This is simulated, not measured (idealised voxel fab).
The following is a process module called voxel transistor to metal.
This is section cut - it's 165 nm across, gridded in 5 nm square cells.
Cross-section layout: square cells on a grid; listed as bands, top to bottom; a band spans one or more cell rows.
Band entry format. Leading values: height of top, height of bottom, nm. Remainder: materials in left-to-right order, each with its width in nm. Special words: "throughout" on a single material, which then fills the band edge to edge; "empty", empty space.
Height is counted from the level 0, under which the received wafer is composed throughout of one material. The lowest of the bands is not closed at the bottom but continues downward, in the notation "0 and below".
Width spec "30 to 40" -> top row of cells at first value, bottom row at second value, equal per-row change in between.
"no modification" after a step means that no cell of the cross-section changed.
In "Enclosed empty spaces" the enclosed voids are listed, meaning empty spaces of 8 cells or larger without any opening to the top. The form is width x height at distance, distance from the left edge, units nm.
Anything after a step's settings on that line? It's the simulator's own note about the step.
overlay nm: mask right of planned place by this much (step with mask). Neg. = left.
Before/after cross-section pairs, one process step each; after shown to lowest changed band; step and settings beneath. Pairs may be from different runs of this module on the same starting wafer; a pair continues from the one above only where its "Before the process" entry says so.
**Before the process**
    90 down to 80 | 40 nm aC  20 nm empty  45 nm aC  20 nm empty  40 nm aC
    80 down to 55 | SiO2 throughout
    55 down to 50 | SiCN throughout
    50 down to 40 | 40 nm SiO2  5 nm TiN  20 nm W  5 nm TiN  25 nm SiO2  5 nm TiN  20 nm W  5 nm TiN  40 nm SiO2
    40 down to 35 | 40 nm SiO2  5 nm TiN  15 nm W  10 nm TiN  25 nm SiO2  10 nm TiN  15 nm W  5 nm TiN  40 nm SiO2
    35 down to 25 | 40 nm SiO2  5 nm TiN  15 nm W  5 nm TiN  10 nm SiN  15 nm SiCN  10 nm SiN  5 nm TiN  15 nm W  5 nm TiN  40 nm SiO2
    25 down to 20 | 40 nm SiO2  5 nm TiN  15 nm W  5 nm TiN  10 nm SiN  15 nm polySi  10 nm SiN  5 nm TiN  15 nm W  5 nm TiN  40 nm SiO2
    20 down to 15 | 40 nm SiO2  25 nm TiN  10 nm SiN  15 nm polySi  10 nm SiN  25 nm TiN  40 nm SiO2
    15 down to 5 | 35 nm SiO2  30 nm pSi  10 nm SiN  15 nm polySi  10 nm SiN  35 nm pSi  30 nm SiO2
    5 down to 0 | 35 nm SiO2  10 nm SiN  20 nm pSi  10 nm SiN  15 nm polySi  10 nm SiN  25 nm pSi  10 nm SiN  30 nm SiO2
    0 down to -5 | 45 nm SiO2  20 nm pSi  35 nm SiO2  25 nm pSi  40 nm SiO2
    -5 down to -20 | 40 nm SiO2  5 nm Si  20 nm pSi  35 nm Si  25 nm pSi  5 nm Si  35 nm SiO2
    -20 down to -35 | 40 nm SiO2  90 nm Si  35 nm SiO2
    -35 and below | Si throughout
    Enclosed empty spaces: none
**As Processed**
    90 down to 80 | 40 nm aC  20 nm empty  45 nm aC  20 nm empty  40 nm aC
    80 down to 55 | 40 nm SiO2  20 nm empty  45 nm SiO2  20 nm empty  40 nm SiO2
    Anything lower than 55 is untouched.
    Enclosed empty spaces: none
Process step (between the before and after cross-sections above): DIRECTIONAL_ETCH, etch materials SiO2, depth nm 25
Before the process: starting point is the after cross-section of the pair just above.
**As Processed**
    90 down to 80 | 40 nm aC  20 nm empty  45 nm aC  20 nm empty  40 nm aC
    80 down to 55 | 40 nm SiO2  20 nm empty  45 nm SiO2  20 nm empty  40 nm SiO2
    55 down to 50 | 40 nm SiCN  20 nm empty  45 nm SiCN  20 nm empty  40 nm SiCN
    Anything lower than 50 is untouched.
    Enclosed empty spaces: none
Process step (between the before and after cross-sections above): DIRECTIONAL_ETCH, etch materials SiCN, depth nm 5
Before the process: starting point is the after cross-section of the pair just above.
**As Processed**
    80 down to 55 | 40 nm SiO2  20 nm empty  45 nm SiO2  20 nm empty  40 nm SiO2
    Anything lower than 55 is untouched.
    Enclosed empty spaces: none
Process step (between the before and after cross-sections above): STRIP, etch materials aC
Before the process: starting point is the after cross-section of the pair just above.
**As Processed**
    85 down to 80 | 45 nm TiN  10 nm empty  55 nm TiN  10 nm empty  45 nm TiN
    80 down to 55 | 40 nm SiO2  5 nm TiN  10 nm empty  5 nm TiN  45 nm SiO2  5 nm TiN  10 nm empty  5 nm TiN  40 nm SiO2
    55 down to 50 | 40 nm SiCN  20 nm TiN  45 nm SiCN  20 nm TiN  40 nm SiCN
    Anything lower than 50 is untouched.
    Enclosed empty spaces: none
Process step (between the before and after cross-sections above): CONFORMAL_DEP, material TiN, thk nm 5
Before the process: starting point is the after cross-section of the pair just above.
**As Processed**
    90 down to 85 | Cu throughout
    85 down to 80 | 45 nm TiN  10 nm Cu  55 nm TiN  10 nm Cu  45 nm TiN
    80 down to 55 | 40 nm SiO2  5 nm TiN  10 nm Cu  5 nm TiN  45 nm SiO2  5 nm TiN  10 nm Cu  5 nm TiN  40 nm SiO2
    Anything lower than 55 is untouched.
    Enclosed empty spaces: none
Process step (between the before and after cross-sections above): FILL_DEP, material Cu, thk nm 5
Before the process: starting point is the after cross-section of the pair just above.
**As Processed**
    80 down to 55 | 40 nm SiO2  5 nm TiN  10 nm Cu  5 nm TiN  45 nm SiO2  5 nm TiN  10 nm Cu  5 nm TiN  40 nm SiO2
    Anything lower than 55 is untouched.
    Enclosed empty spaces: none
Process step (between the before and after cross-sections above): CMP, height nm 80
Before the process: starting point is the after cross-section of the pair just above.
**As Processed**
    85 down to 80 | SiCN throughout
    Anything lower than 80 is untouched.
    Enclosed empty spaces: none
Process step (between the before and after cross-sections above): CONFORMAL_DEP, material SiCN, thk nm 5
Before the process: starting point is the after cross-section of the pair just above.
**As Processed**
    115 down to 85 | SiO2 throughout
    Anything lower than 85 is untouched.
    Enclosed empty spaces: none
Process step (between the before and after cross-sections above): DIRECTIONAL_DEP, material SiO2, thk nm 30
Before the process: starting point is the after cross-section of the pair just above.
**As Processed**
    130 down to 115 | aC throughout
    Anything lower than 115 is untouched.
    Enclosed empty spaces: none
Process step (between the before and after cross-sections above): DIRECTIONAL_DEP, material aC, thk nm 15
Before the process: starting point is the after cross-section of the pair just above.
**As Processed**
    165 down to 130 | 40 nm resist  20 nm empty  45 nm resist  20 nm empty  40 nm resist
    Anything lower than 130 is untouched.
    Enclosed empty spaces: none
Process step (between the before and after cross-sections above): PATTERN, tone open, mask id METAL_2, material resist, width nm 20, pitch nm 65, thk nm 35, overlay nm 0
Before the process: starting point is the after cross-section of the pair just above.
**As Processed**
    150 down to 130 | 40 nm resist  20 nm empty  45 nm resist  20 nm empty  40 nm resist
    130 down to 115 | 40 nm aC  20 nm empty  45 nm aC  20 nm empty  40 nm aC
    Anything lower than 115 is untouched.
    Enclosed empty spaces: none
Process step (between the before and after cross-sections above): DIRECTIONAL_ETCH, etch materials aC, depth nm 15
Before the process: starting point is the after cross-section of the pair just above.
**As Processed**
    130 down to 115 | 40 nm aC  20 nm empty  45 nm aC  20 nm empty  40 nm aC
    Anything lower than 115 is untouched.
    Enclosed empty spaces: none
Process step (between the before and after cross-sections above): STRIP, etch materials resist
Before the process: starting point is the after cross-section of the pair just above.
**As Processed**
    130 down to 115 | 40 nm aC  20 nm empty  45 nm aC  20 nm empty  40 nm aC
    115 down to 100 | 40 nm SiO2  20 nm empty  45 nm SiO2  20 nm empty  40 nm SiO2
    Anything lower than 100 is untouched.
    Enclosed empty spaces: none
Process step (between the before and after cross-sections above): DIRECTIONAL_ETCH, etch materials SiO2, depth nm 15
Before the process: starting point is the after cross-section of the pair just above.
**As Processed**
    115 down to 100 | 40 nm SiO2  20 nm empty  45 nm SiO2  20 nm empty  40 nm SiO2
    Anything lower than 100 is untouched.
    Enclosed empty spaces: none
Process step (between the before and after cross-sections above): STRIP, etch materials aC
Before the process: starting point is the after cross-section of the pair just above.
**As Processed**
    115 down to 100 | 40 nm SiO2  20 nm empty  45 nm SiO2  20 nm empty  40 nm SiO2
    100 down to 85 | 40 nm SiO2  15 nm empty  50 nm SiO2  15 nm empty  45 nm SiO2
    Anything lower than 85 is untouched.
    Enclosed empty spaces: none
Process step (between the before and after cross-sections above): MASKED_ETCH, tone open, mask id METAL_2_HOLES, width nm 15, pitch nm 65, etch materials SiO2, depth nm 15, overlay nm 0
Before the process: starting point is the after cross-section of the pair just above.
**As Processed**
    115 down to 100 | 40 nm SiO2  20 nm empty  45 nm SiO2  20 nm empty  40 nm SiO2
    100 down to 85 | 40 nm SiO2  15 nm empty  50 nm SiO2  15 nm empty  45 nm SiO2
    85 down to 80 | 40 nm SiCN  15 nm empty  50 nm SiCN  15 nm empty  45 nm SiCN
    Anything lower than 80 is untouched.
    Enclosed empty spaces: none
Process step (between the before and after cross-sections above): MASKED_ETCH, tone open, mask id METAL_2_HOLES, width nm 15, pitch nm 65, etch materials SiCN, depth nm 5, overlay nm 0
Before the process: starting point is the after cross-section of the pair just above.
**As Processed**
    120 down to 115 | 45 nm TiN  10 nm empty  55 nm TiN  10 nm empty  45 nm TiN
    115 down to 105 | 40 nm SiO2  5 nm TiN  10 nm empty  5 nm TiN  45 nm SiO2  5 nm TiN  10 nm empty  5 nm TiN  40 nm SiO2
    105 down to 100 | 40 nm SiO2  5 nm TiN  5 nm empty  10 nm TiN  45 nm SiO2  5 nm TiN  5 nm empty  10 nm TiN  40 nm SiO2
    100 down to 85 | 40 nm SiO2  5 nm TiN  5 nm empty  5 nm TiN  50 nm SiO2  5 nm TiN  5 nm empty  5 nm TiN  45 nm SiO2
    85 down to 80 | 40 nm SiCN  15 nm TiN  50 nm SiCN  15 nm TiN  45 nm SiCN
    Anything lower than 80 is untouched.
    Enclosed empty spaces: none
Process step (between the before and after cross-sections above): CONFORMAL_DEP, material TiN, thk nm 5
Before the process: starting point is the after cross-section of the pair just above.
**As Processed**
    125 down to 120 | Cu throughout
    120 down to 115 | 45 nm TiN  10 nm Cu  55 nm TiN  10 nm Cu  45 nm TiN
    115 down to 105 | 40 nm SiO2  5 nm TiN  10 nm Cu  5 nm TiN  45 nm SiO2  5 nm TiN  10 nm Cu  5 nm TiN  40 nm SiO2
    105 down to 100 | 40 nm SiO2  5 nm TiN  5 nm Cu  10 nm TiN  45 nm SiO2  5 nm TiN  5 nm Cu  10 nm TiN  40 nm SiO2
    100 down to 85 | 40 nm SiO2  5 nm TiN  5 nm Cu  5 nm TiN  50 nm SiO2  5 nm TiN  5 nm Cu  5 nm TiN  45 nm SiO2
    Anything lower than 85 is untouched.
    Enclosed empty spaces: none
Process step (between the before and after cross-sections above): FILL_DEP, material Cu, thk nm 5
Before the process: starting point is the after cross-section of the pair just above.
**As Processed**
    115 down to 105 | 40 nm SiO2  5 nm TiN  10 nm Cu  5 nm TiN  45 nm SiO2  5 nm TiN  10 nm Cu  5 nm TiN  40 nm SiO2
    Anything lower than 105 is untouched.
    Enclosed empty spaces: none
Process step (between the before and after cross-sections above): CMP, height nm 115
Before the process: starting point is the after cross-section of the pair just above.
**As Processed**
    120 down to 115 | SiN throughout
    Anything lower than 115 is untouched.
    Enclosed empty spaces: none
Process step (between the before and after cross-sections above): CONFORMAL_DEP, material SiN, thk nm 5
**Before the process**
    115 down to 100 | 40 nm SiO2  20 nm empty  45 nm SiO2  20 nm empty  40 nm SiO2
    100 down to 85 | 40 nm SiO2  15 nm empty  50 nm SiO2  15 nm empty  45 nm SiO2
    85 down to 80 | SiCN throughout
    80 down to 55 | 40 nm SiO2  5 nm TiN  10 nm Cu  5 nm TiN  45 nm SiO2  5 nm TiN  10 nm Cu  5 nm TiN  40 nm SiO2
    55 down to 50 | 40 nm SiCN  20 nm TiN  45 nm SiCN  20 nm TiN  40 nm SiCN
    50 down to 40 | 40 nm SiO2  5 nm TiN  20 nm W  5 nm TiN  25 nm SiO2  5 nm TiN  20 nm W  5 nm TiN  40 nm SiO2
    40 down to 35 | 40 nm SiO2  5 nm TiN  15 nm W  10 nm TiN  25 nm SiO2  10 nm TiN  15 nm W  5 nm TiN  40 nm SiO2
    35 down to 25 | 40 nm SiO2  5 nm TiN  15 nm W  5 nm TiN  10 nm SiN  15 nm SiCN  10 nm SiN  5 nm TiN  15 nm W  5 nm TiN  40 nm SiO2
    25 down to 20 | 40 nm SiO2  5 nm TiN  15 nm W  5 nm TiN  10 nm SiN  15 nm polySi  10 nm SiN  5 nm TiN  15 nm W  5 nm TiN  40 nm SiO2
    20 down to 15 | 40 nm SiO2  25 nm TiN  10 nm SiN  15 nm polySi  10 nm SiN  25 nm TiN  40 nm SiO2
    15 down to 5 | 30 nm SiO2  35 nm pSi  10 nm SiN  15 nm polySi  10 nm SiN  35 nm pSi  30 nm SiO2
    5 down to 0 | 30 nm SiO2  10 nm SiN  25 nm pSi  10 nm SiN  15 nm polySi  10 nm SiN  25 nm pSi  10 nm SiN  30 nm SiO2
    0 down to -5 | 40 nm SiO2  25 nm pSi  35 nm SiO2  25 nm pSi  40 nm SiO2
    -5 down to -20 | 35 nm SiO2  5 nm Si  25 nm pSi  35 nm Si  25 nm pSi  5 nm Si  35 nm SiO2
    -20 down to -35 | 35 nm SiO2  95 nm Si  35 nm SiO2
    -35 and below | Si throughout
    Enclosed empty spaces: none
**As Processed**
    115 down to 100 | 40 nm SiO2  20 nm empty  45 nm SiO2  20 nm empty  40 nm SiO2
    100 down to 85 | 40 nm SiO2  15 nm empty  50 nm SiO2  15 nm empty  45 nm SiO2
    85 down to 80 | 50 nm SiCN  5 nm empty  60 nm SiCN  5 nm empty  45 nm SiCN
    Anything lower than 80 is untouched.
    Enclosed empty spaces: none
Process step (between the before and after cross-sections above): MASKED_ETCH, tone open, mask id METAL_2_HOLES, width nm 15, pitch nm 65, etch materials SiCN, depth nm 5, overlay nm 10
Before the process: starting point is the after cross-section of the pair just above.
**As Processed**
    120 down to 115 | 45 nm TiN  10 nm empty  55 nm TiN  10 nm empty  45 nm TiN
    115 down to 105 | 40 nm SiO2  5 nm TiN  10 nm empty  5 nm TiN  45 nm SiO2  5 nm TiN  10 nm empty  5 nm TiN  40 nm SiO2
    105 down to 100 | 40 nm SiO2  5 nm TiN  5 nm empty  10 nm TiN  45 nm SiO2  5 nm TiN  5 nm empty  10 nm TiN  40 nm SiO2
    100 down to 90 | 40 nm SiO2  5 nm TiN  5 nm empty  5 nm TiN  50 nm SiO2  5 nm TiN  5 nm empty  5 nm TiN  45 nm SiO2
    90 down to 85 | 40 nm SiO2  15 nm TiN  50 nm SiO2  15 nm TiN  45 nm SiO2
    85 down to 80 | 50 nm SiCN  5 nm TiN  60 nm SiCN  5 nm TiN  45 nm SiCN
    Anything lower than 80 is untouched.
    Enclosed empty spaces: none
Process step (between the before and after cross-sections above): CONFORMAL_DEP, material TiN, thk nm 5
Before the process: starting point is the after cross-section of the pair just above.
**As Processed**
    125 down to 120 | Cu throughout
    120 down to 115 | 45 nm TiN  10 nm Cu  55 nm TiN  10 nm Cu  45 nm TiN
    115 down to 105 | 40 nm SiO2  5 nm TiN  10 nm Cu  5 nm TiN  45 nm SiO2  5 nm TiN  10 nm Cu  5 nm TiN  40 nm SiO2
    105 down to 100 | 40 nm SiO2  5 nm TiN  5 nm Cu  10 nm TiN  45 nm SiO2  5 nm TiN  5 nm Cu  10 nm TiN  40 nm SiO2
    100 down to 90 | 40 nm SiO2  5 nm TiN  5 nm Cu  5 nm TiN  50 nm SiO2  5 nm TiN  5 nm Cu  5 nm TiN  45 nm SiO2
    Anything lower than 90 is untouched.
    Enclosed empty spaces: none
Process step (between the before and after cross-sections above): FILL_DEP, material Cu, thk nm 5
Before the process: starting point is the after cross-section of the pair just above.
**As Processed**
    115 down to 105 | 40 nm SiO2  5 nm TiN  10 nm Cu  5 nm TiN  45 nm SiO2  5 nm TiN  10 nm Cu  5 nm TiN  40 nm SiO2
    Anything lower than 105 is untouched.
    Enclosed empty spaces: none
Process step (between the before and after cross-sections above): CMP, height nm 115
Before the process: starting point is the after cross-section of the pair just above.
**As Processed**
    120 down to 115 | SiN throughout
    Anything lower than 115 is untouched.
    Enclosed empty spaces: none
Process step (between the before and after cross-sections above): CONFORMAL_DEP, material SiN, thk nm 5
**Before the process**
    50 down to 40 | 40 nm SiO2  5 nm TiN  20 nm W  5 nm TiN  25 nm SiO2  5 nm TiN  20 nm W  5 nm TiN  40 nm SiO2
    40 down to 35 | 40 nm SiO2  5 nm TiN  15 nm W  10 nm TiN  25 nm SiO2  10 nm TiN  15 nm W  5 nm TiN  40 nm SiO2
    35 down to 25 | 40 nm SiO2  5 nm TiN  15 nm W  5 nm TiN  10 nm SiN  15 nm SiCN  10 nm SiN  5 nm TiN  15 nm W  5 nm TiN  40 nm SiO2
    25 down to 20 | 40 nm SiO2  5 nm TiN  15 nm W  5 nm TiN  10 nm SiN  15 nm polySi  10 nm SiN  5 nm TiN  15 nm W  5 nm TiN  40 nm SiO2
    20 down to 15 | 40 nm SiO2  25 nm TiN  10 nm SiN  15 nm polySi  10 nm SiN  25 nm TiN  40 nm SiO2
    15 down to 5 | 30 nm SiO2  35 nm pSi  10 nm SiN  15 nm polySi  10 nm SiN  35 nm pSi  30 nm SiO2
    5 down to 0 | 30 nm SiO2  10 nm SiN  25 nm pSi  10 nm SiN  15 nm polySi  10 nm SiN  25 nm pSi  10 nm SiN  30 nm SiO2
    0 down to -5 | 40 nm SiO2  25 nm pSi  35 nm SiO2  25 nm pSi  40 nm SiO2
    -5 down to -20 | 35 nm SiO2  5 nm Si  25 nm pSi  35 nm Si  25 nm pSi  5 nm Si  35 nm SiO2
    -20 down to -35 | 35 nm SiO2  95 nm Si  35 nm SiO2
    -35 and below | Si throughout
    Enclosed empty spaces: none
**As Processed**
    55 down to 50 | polySi throughout
    Anything lower than 50 is untouched.
    Enclosed empty spaces: none
Process step (between the before and after cross-sections above): CONFORMAL_DEP, material polySi, thk nm 5
Before the process: starting point is the after cross-section of the pair just above.
**As Processed**
    80 down to 55 | SiO2 throughout
    Anything lower than 55 is untouched.
    Enclosed empty spaces: none
Process step (between the before and after cross-sections above): DIRECTIONAL_DEP, material SiO2, thk nm 25
Before the process: starting point is the after cross-section of the pair just above.
**As Processed**
    90 down to 80 | aC throughout
    Anything lower than 80 is untouched.
    Enclosed empty spaces: none
Process step (between the before and after cross-sections above): DIRECTIONAL_DEP, material aC, thk nm 10
Before the process: starting point is the after cross-section of the pair just above.
**As Processed**
    115 down to 90 | 40 nm resist  20 nm empty  45 nm resist  20 nm empty  40 nm resist
    Anything lower than 90 is untouched.
    Enclosed empty spaces: none
Process step (between the before and after cross-sections above): PATTERN, tone open, mask id METAL_1, material resist, width nm 20, pitch nm 65, thk nm 25, overlay nm 0
Before the process: starting point is the after cross-section of the pair just above.
**As Processed**
    105 down to 90 | 40 nm resist  20 nm empty  45 nm resist  20 nm empty  40 nm resist
    90 down to 80 | 40 nm aC  20 nm empty  45 nm aC  20 nm empty  40 nm aC
    Anything lower than 80 is untouched.
    Enclosed empty spaces: none
Process step (between the before and after cross-sections above): DIRECTIONAL_ETCH, etch materials aC, depth nm 10
Before the process: starting point is the after cross-section of the pair just above.
**As Processed**
    90 down to 80 | 40 nm aC  20 nm empty  45 nm aC  20 nm empty  40 nm aC
    Anything lower than 80 is untouched.
    Enclosed empty spaces: none
Process step (between the before and after cross-sections above): STRIP, etch materials resist
Before the process: starting point is the after cross-section of the pair just above.
**As Processed**
    90 down to 80 | 40 nm aC  20 nm empty  45 nm aC  20 nm empty  40 nm aC
    80 down to 55 | 40 nm SiO2  20 nm empty  45 nm SiO2  20 nm empty  40 nm SiO2
    Anything lower than 55 is untouched.
    Enclosed empty spaces: none
Process step (between the before and after cross-sections above): DIRECTIONAL_ETCH, etch materials SiO2, depth nm 25
Before the process: starting point is the after cross-section of the pair just above.
**As Processed**
    80 down to 55 | 40 nm SiO2  20 nm empty  45 nm SiO2  20 nm empty  40 nm SiO2
    Anything lower than 55 is untouched.
    Enclosed empty spaces: none
Process step (between the before and after cross-sections above): STRIP, etch materials aC
Before the process: starting point is the after cross-section of the pair just above.
**As Processed**
    85 down to 80 | 45 nm TiN  10 nm empty  55 nm TiN  10 nm empty  45 nm TiN
    80 down to 60 | 40 nm SiO2  5 nm TiN  10 nm empty  5 nm TiN  45 nm SiO2  5 nm TiN  10 nm empty  5 nm TiN  40 nm SiO2
    60 down to 55 | 40 nm SiO2  20 nm TiN  45 nm SiO2  20 nm TiN  40 nm SiO2
    Anything lower than 55 is untouched.
    Enclosed empty spaces: none
Process step (between the before and after cross-sections above): CONFORMAL_DEP, material TiN, thk nm 5
Before the process: starting point is the after cross-section of the pair just above.
**As Processed**
    90 down to 85 | Cu throughout
    85 down to 80 | 45 nm TiN  10 nm Cu  55 nm TiN  10 nm Cu  45 nm TiN
    80 down to 60 | 40 nm SiO2  5 nm TiN  10 nm Cu  5 nm TiN  45 nm SiO2  5 nm TiN  10 nm Cu  5 nm TiN  40 nm SiO2
    Anything lower than 60 is untouched.
    Enclosed empty spaces: none
Process step (between the before and after cross-sections above): FILL_DEP, material Cu, thk nm 5
Before the process: starting point is the after cross-section of the pair just above.
**As Processed**
    80 down to 60 | 40 nm SiO2  5 nm TiN  10 nm Cu  5 nm TiN  45 nm SiO2  5 nm TiN  10 nm Cu  5 nm TiN  40 nm SiO2
    Anything lower than 60 is untouched.
    Enclosed empty spaces: none
Process step (between the before and after cross-sections above): CMP, height nm 80
Before the process: starting point is the after cross-section of the pair just above.
**As Processed**
    85 down to 80 | SiCN throughout
    Anything lower than 80 is untouched.
    Enclosed empty spaces: none
Process step (between the before and after cross-sections above): CONFORMAL_DEP, material SiCN, thk nm 5
Before the process: starting point is the after cross-section of the pair just above.
**As Processed**
    115 down to 85 | SiO2 throughout
    Anything lower than 85 is untouched.
    Enclosed empty spaces: none
Process step (between the before and after cross-sections above): DIRECTIONAL_DEP, material SiO2, thk nm 30
Before the process: starting point is the after cross-section of the pair just above.
**As Processed**
    130 down to 115 | aC throughout
    Anything lower than 115 is untouched.
    Enclosed empty spaces: none
Process step (between the before and after cross-sections above): DIRECTIONAL_DEP, material aC, thk nm 15
Before the process: starting point is the after cross-section of the pair just above.
**As Processed**
    165 down to 130 | 40 nm resist  20 nm empty  45 nm resist  20 nm empty  40 nm resist
    Anything lower than 130 is untouched.
    Enclosed empty spaces: none
Process step (between the before and after cross-sections above): PATTERN, tone open, mask id METAL_2, material resist, width nm 20, pitch nm 65, thk nm 35, overlay nm 0
Before the process: starting point is the after cross-section of the pair just above.
**As Processed**
    150 down to 130 | 40 nm resist  20 nm empty  45 nm resist  20 nm empty  40 nm resist
    130 down to 115 | 40 nm aC  20 nm empty  45 nm aC  20 nm empty  40 nm aC
    Anything lower than 115 is untouched.
    Enclosed empty spaces: none
Process step (between the before and after cross-sections above): DIRECTIONAL_ETCH, etch materials aC, depth nm 15
Before the process: starting point is the after cross-section of the pair just above.
**As Processed**
    130 down to 115 | 40 nm aC  20 nm empty  45 nm aC  20 nm empty  40 nm aC
    Anything lower than 115 is untouched.
    Enclosed empty spaces: none
Process step (between the before and after cross-sections above): STRIP, etch materials resist
Before the process: starting point is the after cross-section of the pair just above.
**As Processed**
    130 down to 115 | 40 nm aC  20 nm empty  45 nm aC  20 nm empty  40 nm aC
    115 down to 100 | 40 nm SiO2  20 nm empty  45 nm SiO2  20 nm empty  40 nm SiO2
    Anything lower than 100 is untouched.
    Enclosed empty spaces: none
Process step (between the before and after cross-sections above): DIRECTIONAL_ETCH, etch materials SiO2, depth nm 15
Before the process: starting point is the after cross-section of the pair just above.
**As Processed**
    115 down to 100 | 40 nm SiO2  20 nm empty  45 nm SiO2  20 nm empty  40 nm SiO2
    Anything lower than 100 is untouched.
    Enclosed empty spaces: none
Process step (between the before and after cross-sections above): STRIP, etch materials aC
Before the process: starting point is the after cross-section of the pair just above.
**As Processed**
    115 down to 100 | 40 nm SiO2  20 nm empty  45 nm SiO2  20 nm empty  40 nm SiO2
    100 down to 85 | 40 nm SiO2  15 nm empty  50 nm SiO2  15 nm empty  45 nm SiO2
    Anything lower than 85 is untouched.
    Enclosed empty spaces: none
Process step (between the before and after cross-sections above): MASKED_ETCH, tone open, mask id METAL_2_HOLES, width nm 15, pitch nm 65, etch materials SiO2, depth nm 15, overlay nm 0
Before the process: starting point is the after cross-section of the pair just above.
**As Processed**
    115 down to 100 | 40 nm SiO2  20 nm empty  45 nm SiO2  20 nm empty  40 nm SiO2
    100 down to 85 | 40 nm SiO2  15 nm empty  50 nm SiO2  15 nm empty  45 nm SiO2
    85 down to 80 | 40 nm SiCN  15 nm empty  50 nm SiCN  15 nm empty  45 nm SiCN
    Anything lower than 80 is untouched.
    Enclosed empty spaces: none
Process step (between the before and after cross-sections above): MASKED_ETCH, tone open, mask id METAL_2_HOLES, width nm 15, pitch nm 65, etch materials SiCN, depth nm 5, overlay nm 0
Before the process: starting point is the after cross-section of the pair just above.
**As Processed**
    120 down to 115 | 45 nm TiN  10 nm empty  55 nm TiN  10 nm empty  45 nm TiN
    115 down to 105 | 40 nm SiO2  5 nm TiN  10 nm empty  5 nm TiN  45 nm SiO2  5 nm TiN  10 nm empty  5 nm TiN  40 nm SiO2
    105 down to 100 | 40 nm SiO2  5 nm TiN  5 nm empty  10 nm TiN  45 nm SiO2  5 nm TiN  5 nm empty  10 nm TiN  40 nm SiO2
    100 down to 85 | 40 nm SiO2  5 nm TiN  5 nm empty  5 nm TiN  50 nm SiO2  5 nm TiN  5 nm empty  5 nm TiN  45 nm SiO2
    85 down to 80 | 40 nm SiCN  15 nm TiN  50 nm SiCN  15 nm TiN  45 nm SiCN
    Anything lower than 80 is untouched.
    Enclosed empty spaces: none
Process step (between the before and after cross-sections above): CONFORMAL_DEP, material TiN, thk nm 5
Before the process: starting point is the after cross-section of the pair just above.
**As Processed**
    125 down to 120 | Cu throughout
    120 down to 115 | 45 nm TiN  10 nm Cu  55 nm TiN  10 nm Cu  45 nm TiN
    115 down to 105 | 40 nm SiO2  5 nm TiN  10 nm Cu  5 nm TiN  45 nm SiO2  5 nm TiN  10 nm Cu  5 nm TiN  40 nm SiO2
    105 down to 100 | 40 nm SiO2  5 nm TiN  5 nm Cu  10 nm TiN  45 nm SiO2  5 nm TiN  5 nm Cu  10 nm TiN  40 nm SiO2
    100 down to 85 | 40 nm SiO2  5 nm TiN  5 nm Cu  5 nm TiN  50 nm SiO2  5 nm TiN  5 nm Cu  5 nm TiN  45 nm SiO2
    Anything lower than 85 is untouched.
    Enclosed empty spaces: none
Process step (between the before and after cross-sections above): FILL_DEP, material Cu, thk nm 5
Before the process: starting point is the after cross-section of the pair just above.
**As Processed**
    115 down to 105 | 40 nm SiO2  5 nm TiN  10 nm Cu  5 nm TiN  45 nm SiO2  5 nm TiN  10 nm Cu  5 nm TiN  40 nm SiO2
    Anything lower than 105 is untouched.
    Enclosed empty spaces: none
Process step (between the before and after cross-sections above): CMP, height nm 115
Before the process: starting point is the after cross-section of the pair just above.
**As Processed**
    120 down to 115 | SiN throughout
    Anything lower than 115 is untouched.
    Enclosed empty spaces: none
Process step (between the before and after cross-sections above): CONFORMAL_DEP, material SiN, thk nm 5
**Before the process**
    55 down to 50 | 30 nm aC  105 nm empty  30 nm aC
    50 down to 40 | aC throughout
    40 down to 35 | 30 nm SiCN  105 nm aC  30 nm SiCN
    35 down to 30 | SiCN throughout
    30 down to 25 | 30 nm polySi  105 nm SiCN  30 nm polySi
    25 down to 5 | polySi throughout
    5 down to 0 | 30 nm SiO2  105 nm polySi  30 nm SiO2
    0 down to -5 | SiO2 throughout
    -5 down to -35 | 35 nm SiO2  95 nm Si  35 nm SiO2
    -35 and below | Si throughout
    Enclosed empty spaces: none
**As Processed**
    85 down to 55 | 75 nm resist  15 nm empty  75 nm resist
    55 down to 50 | 30 nm aC  45 nm resist  15 nm empty  45 nm resist  30 nm aC
    Anything lower than 50 is untouched.
    Enclosed empty spaces: none
Process step (between the before and after cross-sections above): PATTERN, tone open, mask id GATE, material resist, width nm 15, thk nm 30, overlay nm 0
Before the process: starting point is the after cross-section of the pair just above.
**As Processed**
    70 down to 55 | 75 nm resist  15 nm empty  75 nm resist
    55 down to 50 | 30 nm aC  45 nm resist  15 nm empty  45 nm resist  30 nm aC
    50 down to 40 | 75 nm aC  15 nm empty  75 nm aC
    40 down to 35 | 30 nm SiCN  45 nm aC  15 nm empty  45 nm aC  30 nm SiCN
    Anything lower than 35 is untouched.
    Enclosed empty spaces: none
Process step (between the before and after cross-sections above): DIRECTIONAL_ETCH, etch materials aC, depth nm 15
Before the process: starting point is the after cross-section of the pair just above.
**As Processed**
    55 down to 50 | 30 nm aC  105 nm empty  30 nm aC
    Anything lower than 50 is untouched.
    Enclosed empty spaces: none
Process step (between the before and after cross-sections above): STRIP, etch materials resist
Before the process: starting point is the after cross-section of the pair just above.
**As Processed**
    55 down to 50 | 30 nm aC  105 nm empty  30 nm aC
    50 down to 40 | 75 nm aC  15 nm empty  75 nm aC
    40 down to 35 | 30 nm SiCN  45 nm aC  15 nm empty  45 nm aC  30 nm SiCN
    35 down to 30 | 75 nm SiCN  15 nm empty  75 nm SiCN
    30 down to 25 | 30 nm polySi  45 nm SiCN  15 nm empty  45 nm SiCN  30 nm polySi
    Anything lower than 25 is untouched.
    Enclosed empty spaces: none
Process step (between the before and after cross-sections above): DIRECTIONAL_ETCH, etch materials SiCN, depth nm 20
Before the process: starting point is the after cross-section of the pair just above.
**As Processed**
    55 down to 50 | 30 nm aC  105 nm empty  30 nm aC
    50 down to 40 | 75 nm aC  15 nm empty  75 nm aC
    40 down to 35 | 30 nm SiCN  45 nm aC  15 nm empty  45 nm aC  30 nm SiCN
    35 down to 30 | 75 nm SiCN  15 nm empty  75 nm SiCN
    30 down to 25 | 30 nm polySi  45 nm SiCN  15 nm empty  45 nm SiCN  30 nm polySi
    25 down to 5 | 75 nm polySi  15 nm empty  75 nm polySi
    5 down to 0 | 30 nm SiO2  45 nm polySi  15 nm empty  45 nm polySi  30 nm SiO2
    Anything lower than 0 is untouched.
    Enclosed empty spaces: none
Process step (between the before and after cross-sections above): DIRECTIONAL_ETCH, etch materials polySi, depth nm 35
Before the process: starting point is the after cross-section of the pair just above.
**As Processed**
    40 down to 30 | 30 to 75 nm SiCN  105 to 15 nm empty  30 to 75 nm SiCN
    Anything lower than 30 is untouched.
    Enclosed empty spaces: none
Process step (between the before and after cross-sections above): STRIP, etch materials aC
